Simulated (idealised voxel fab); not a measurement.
The name of this process module is voxel tone inversion.
Square cell edge 5 nm, section width 160 nm, ID cut.
In this document a cross-section is written as a grid of square cells. It is given as a series of bands, listed from the top down, and a band is one or more rows of cells. First you get the band's top height and its bottom height, in nm, and then the materials it's made of, left to right, with each width in nm. If you see a single material with "full width", that one covers the band edge to edge. "air" is empty space. Height 0 is the level under which the wafer as received is all one material. The lowest band goes on downwards, as in "z 0 and below". A width given as "30..40" starts at the first number in the band's top row and ends at the second number in its bottom row, shifting by an equal amount at every step from row to row. You'll sometimes find "all unchanged" written for a step, and that's the way of saying that nowhere in the cross-section did a cell change during that step. "Closed-off voids" means: voids of 8 cells or more that are shut off from the top with no open way through. Written width x height at distance, distance from the left edge, in nm. after a step's settings: what the simulator itself notes on the step. What "overlay nm" on a step's line means: if the step has a mask, that mask lay this far to the right of its planned place, or, when the value is negative, to the left.
-- Below is the list of planned process steps
1,RECEIVE (material Si)
2,CONFORMAL_DEP (material SiN; thk nm 10)
3,DIRECTIONAL_DEP (material aC; thk nm 15)
4,PATTERN (tone cover; mask id POSTS; material resist; width nm 15; pitch nm 40; thk nm 20; overlay nm 0)
5,DIRECTIONAL_ETCH (etch materials aC; depth nm 15)
6,STRIP (etch materials resist)
7,FILL_DEP (material SiO2; thk nm 5)
8,CMP (height nm 25)
9,STRIP (etch materials aC)
-- as received, after step 1
  z 0 and below: Si full width
  Closed-off voids: none
-- The module was run from the start shown above using the plan shown above, but one mistake was made doing it; the resulting wafer cross-section is below
  z 25 to 10: 35 of SiO2, then 15 of air, then 25 of SiO2, then 15 of air, then 25 of SiO2, then 15 of air, then 30 of SiO2
  z 10 to 0: SiN full width
  z 0 and below: Si full width
  Closed-off voids: none
So what did we get wrong on this run? step 4 ran with different settings than intended, the actual operation and settings being PATTERN (tone cover; mask id POSTS; material resist; width nm 15; pitch nm 40; thk nm 20; overlay nm 5)
